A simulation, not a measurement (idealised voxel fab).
You're looking at the process module voxel spacer lines.
FYI the section here is cut, 260 nm wide, cells are 5 nm squares.
The cross-sections in this document take the form of a grid made of square cells. They are written out as bands, in order from top to bottom. Each band consists of one or more rows of cells. Basically the band line says how high the top is and how high the bottom is, in nm, and then what's in it from left to right, every material with its width in nm. Empty space shows up as "air", and if a single material carries "all across" it runs the full band edge to edge. Below 0: as-received wafer, all one material; heights counted from there. Lowest band: no bottom, goes on down, written "from 0 down". A width given as "30 to 40" starts at the first number in the band's top row and ends at the second number in its bottom row, shifting by an equal amount at every step from row to row. You'll sometimes find "nothing got changed" written for a step, and that's the way of saying that nowhere in the cross-section did a cell change during that step. The list in "Closed-off voids" covers empty spaces of 8 cells or more that cannot reach the top through any open way, and it gives each as width x height at distance; the distance is from the left edge, and width, height and distance are in nm. Where a step's line continues beyond its settings, the continuation is a remark by the simulator itself on that step. "overlay nm", when on a step's line for a step with a mask, measures how far to the right of its planned place the mask lay; a negative measure means to the left.

The process steps that were planned are listed below
1) RECEIVE,material Si
2) CONFORMAL_DEP,material Al2O3,thk nm 10
3) DIRECTIONAL_DEP,material W,thk nm 10
4) DIRECTIONAL_DEP,material aC,thk nm 30
5) PATTERN,tone cover,mask id MANDREL,material resist,width nm 20,pitch nm 60,thk nm 40,overlay nm 0
6) DIRECTIONAL_ETCH,etch materials aC,depth nm 30
7) STRIP,etch materials resist
8) CONFORMAL_DEP,material SiO2,thk nm 10
9) DIRECTIONAL_ETCH,etch materials SiO2,depth nm 10
10) STRIP,etch materials aC
11) DIRECTIONAL_ETCH,etch materials W,depth nm 10
12) STRIP,etch materials SiO2
13) FILL_DEP,material lowk,thk nm 5
14) CMP,height nm 20

What follows covers the first of two wafers; it ran as planned

Incoming wafer in cross-section (state: after step 1)
* from 0 down  Si all across
* Closed-off voids: none

Upon completion of step 2, the wafer appears in cross-section as shown
* from 10 to 0  Al2O3 all across
* At heights below 0, the structure remains unaltered.

Upon completion of step 3, the wafer appears in cross-section as shown
* from 20 to 10  W all across
* At heights below 10, the structure remains unaltered.

Upon completion of step 4, the wafer appears in cross-section as shown
* from 50 to 20  aC all across
* At heights below 20, the structure remains unaltered.

Upon completion of step 5, the wafer appears in cross-section as shown
* from 90 to 50  air 60 nm, then resist 20 nm, then air 40 nm, then resist 20 nm, then air 40 nm, then resist 20 nm, then air 60 nm
* At heights below 50, the structure remains unaltered.

Upon completion of step 6, the wafer appears in cross-section as shown
* from 60 to 50  air 60 nm, then resist 20 nm, then air 40 nm, then resist 20 nm, then air 40 nm, then resist 20 nm, then air 60 nm
* from 50 to 20  air 60 nm, then aC 20 nm, then air 40 nm, then aC 20 nm, then air 40 nm, then aC 20 nm, then air 60 nm
* At heights below 20, the structure remains unaltered.

Upon completion of step 7, the wafer appears in cross-section as shown
* from 50 to 20  air 60 nm, then aC 20 nm, then air 40 nm, then aC 20 nm, then air 40 nm, then aC 20 nm, then air 60 nm
* At heights below 20, the structure remains unaltered.

Upon completion of step 8, the wafer appears in cross-section as shown
* from 60 to 50  air 50 nm, then SiO2 40 nm, then air 20 nm, then SiO2 40 nm, then air 20 nm, then SiO2 40 nm, then air 50 nm
* from 50 to 30  air 50 nm, then SiO2 10 nm, then aC 20 nm, then SiO2 10 nm, then air 20 nm, then SiO2 10 nm, then aC 20 nm, then SiO2 10 nm, then air 20 nm, then SiO2 10 nm, then aC 20 nm, then SiO2 10 nm, then air 50 nm
* from 30 to 20  SiO2 60 nm, then aC 20 nm, then SiO2 40 nm, then aC 20 nm, then SiO2 40 nm, then aC 20 nm, then SiO2 60 nm
* At heights below 20, the structure remains unaltered.

Upon completion of step 9, the wafer appears in cross-section as shown
* from 50 to 20  air 50 nm, then SiO2 10 nm, then aC 20 nm, then SiO2 10 nm, then air 20 nm, then SiO2 10 nm, then aC 20 nm, then SiO2 10 nm, then air 20 nm, then SiO2 10 nm, then aC 20 nm, then SiO2 10 nm, then air 50 nm
* At heights below 20, the structure remains unaltered.

Upon completion of step 10, the wafer appears in cross-section as shown
* from 50 to 20  air 50 nm, then SiO2 10 nm, then air 20 nm, then SiO2 10 nm, then air 20 nm, then SiO2 10 nm, then air 20 nm, then SiO2 10 nm, then air 20 nm, then SiO2 10 nm, then air 20 nm, then SiO2 10 nm, then air 50 nm
* At heights below 20, the structure remains unaltered.

Upon completion of step 11, the wafer appears in cross-section as shown
* from 50 to 20  air 50 nm, then SiO2 10 nm, then air 20 nm, then SiO2 10 nm, then air 20 nm, then SiO2 10 nm, then air 20 nm, then SiO2 10 nm, then air 20 nm, then SiO2 10 nm, then air 20 nm, then SiO2 10 nm, then air 50 nm
* from 20 to 10  air 50 nm, then W 10 nm, then air 20 nm, then W 10 nm, then air 20 nm, then W 10 nm, then air 20 nm, then W 10 nm, then air 20 nm, then W 10 nm, then air 20 nm, then W 10 nm, then air 50 nm
* At heights below 10, the structure remains unaltered.

Upon completion of step 12, the wafer appears in cross-section as shown
* from 20 to 10  air 50 nm, then W 10 nm, then air 20 nm, then W 10 nm, then air 20 nm, then W 10 nm, then air 20 nm, then W 10 nm, then air 20 nm, then W 10 nm, then air 20 nm, then W 10 nm, then air 50 nm
* At heights below 10, the structure remains unaltered.

Upon completion of step 13, the wafer appears in cross-section as shown
* from 25 to 20  lowk all across
* from 20 to 10  lowk 50 nm, then W 10 nm, then lowk 20 nm, then W 10 nm, then lowk 20 nm, then W 10 nm, then lowk 20 nm, then W 10 nm, then lowk 20 nm, then W 10 nm, then lowk 20 nm, then W 10 nm, then lowk 50 nm
* At heights below 10, the structure remains unaltered.

Upon completion of step 14, the wafer appears in cross-section as shown
* from 20 to 10  lowk 50 nm, then W 10 nm, then lowk 20 nm, then W 10 nm, then lowk 20 nm, then W 10 nm, then lowk 20 nm, then W 10 nm, then lowk 20 nm, then W 10 nm, then lowk 20 nm, then W 10 nm, then lowk 50 nm
* At heights below 10, the structure remains unaltered.

Wafer two of the pair: same origin, same plan, one error during the run; identical to wafer one up to and including step 4

Cross-section, second wafer, at the end time the plan gives for step 5
* from 90 to 50  air 55 nm, then resist 30 nm, then air 30 nm, then resist 30 nm, then air 30 nm, then resist 30 nm, then air 55 nm
* At heights below 50, the structure remains unaltered.

Cross-section, second wafer, at the end time the plan gives for step 6
* from 60 to 50  air 55 nm, then resist 30 nm, then air 30 nm, then resist 30 nm, then air 30 nm, then resist 30 nm, then air 55 nm
* from 50 to 20  air 55 nm, then aC 30 nm, then air 30 nm, then aC 30 nm, then air 30 nm, then aC 30 nm, then air 55 nm
* At heights below 20, the structure remains unaltered.

Cross-section, second wafer, at the end time the plan gives for step 7
* from 50 to 20  air 55 nm, then aC 30 nm, then air 30 nm, then aC 30 nm, then air 30 nm, then aC 30 nm, then air 55 nm
* At heights below 20, the structure remains unaltered.

Cross-section, second wafer, at the end time the plan gives for step 8
* from 60 to 50  air 45 nm, then SiO2 50 nm, then air 10 nm, then SiO2 50 nm, then air 10 nm, then SiO2 50 nm, then air 45 nm
* from 50 to 30  air 45 nm, then SiO2 10 nm, then aC 30 nm, then SiO2 10 nm, then air 10 nm, then SiO2 10 nm, then aC 30 nm, then SiO2 10 nm, then air 10 nm, then SiO2 10 nm, then aC 30 nm, then SiO2 10 nm, then air 45 nm
* from 30 to 20  SiO2 55 nm, then aC 30 nm, then SiO2 30 nm, then aC 30 nm, then SiO2 30 nm, then aC 30 nm, then SiO2 55 nm
* At heights below 20, the structure remains unaltered.

Cross-section, second wafer, at the end time the plan gives for step 9
* from 50 to 20  air 45 nm, then SiO2 10 nm, then aC 30 nm, then SiO2 10 nm, then air 10 nm, then SiO2 10 nm, then aC 30 nm, then SiO2 10 nm, then air 10 nm, then SiO2 10 nm, then aC 30 nm, then SiO2 10 nm, then air 45 nm
* At heights below 20, the structure remains unaltered.

Cross-section, second wafer, at the end time the plan gives for step 10
* from 50 to 20  air 45 nm, then SiO2 10 nm, then air 30 nm, then SiO2 10 nm, then air 10 nm, then SiO2 10 nm, then air 30 nm, then SiO2 10 nm, then air 10 nm, then SiO2 10 nm, then air 30 nm, then SiO2 10 nm, then air 45 nm
* At heights below 20, the structure remains unaltered.

Cross-section, second wafer, at the end time the plan gives for step 11
* from 50 to 20  air 45 nm, then SiO2 10 nm, then air 30 nm, then SiO2 10 nm, then air 10 nm, then SiO2 10 nm, then air 30 nm, then SiO2 10 nm, then air 10 nm, then SiO2 10 nm, then air 30 nm, then SiO2 10 nm, then air 45 nm
* from 20 to 10  air 45 nm, then W 10 nm, then air 30 nm, then W 10 nm, then air 10 nm, then W 10 nm, then air 30 nm, then W 10 nm, then air 10 nm, then W 10 nm, then air 30 nm, then W 10 nm, then air 45 nm
* At heights below 10, the structure remains unaltered.

Cross-section, second wafer, at the end time the plan gives for step 12
* from 20 to 10  air 45 nm, then W 10 nm, then air 30 nm, then W 10 nm, then air 10 nm, then W 10 nm, then air 30 nm, then W 10 nm, then air 10 nm, then W 10 nm, then air 30 nm, then W 10 nm, then air 45 nm
* At heights below 10, the structure remains unaltered.

Cross-section, second wafer, at the end time the plan gives for step 13
* from 25 to 20  lowk all across
* from 20 to 10  lowk 45 nm, then W 10 nm, then lowk 30 nm, then W 10 nm, then lowk 10 nm, then W 10 nm, then lowk 30 nm, then W 10 nm, then lowk 10 nm, then W 10 nm, then lowk 30 nm, then W 10 nm, then lowk 45 nm
* At heights below 10, the structure remains unaltered.

Cross-section, second wafer, at the end time the plan gives for step 14
* from 20 to 10  lowk 45 nm, then W 10 nm, then lowk 30 nm, then W 10 nm, then lowk 10 nm, then W 10 nm, then lowk 30 nm, then W 10 nm, then lowk 10 nm, then W 10 nm, then lowk 30 nm, then W 10 nm, then lowk 45 nm
* At heights below 10, the structure remains unaltered.
Error vs. plan: step 5 ran as: PATTERN,tone cover,mask id MANDREL,material resist,width nm 30,pitch nm 60,thk nm 40,overlay nm 0
The concluding comparison shows that, measured in cells, each material is equally abundant on both wafers, albeit at different positions.
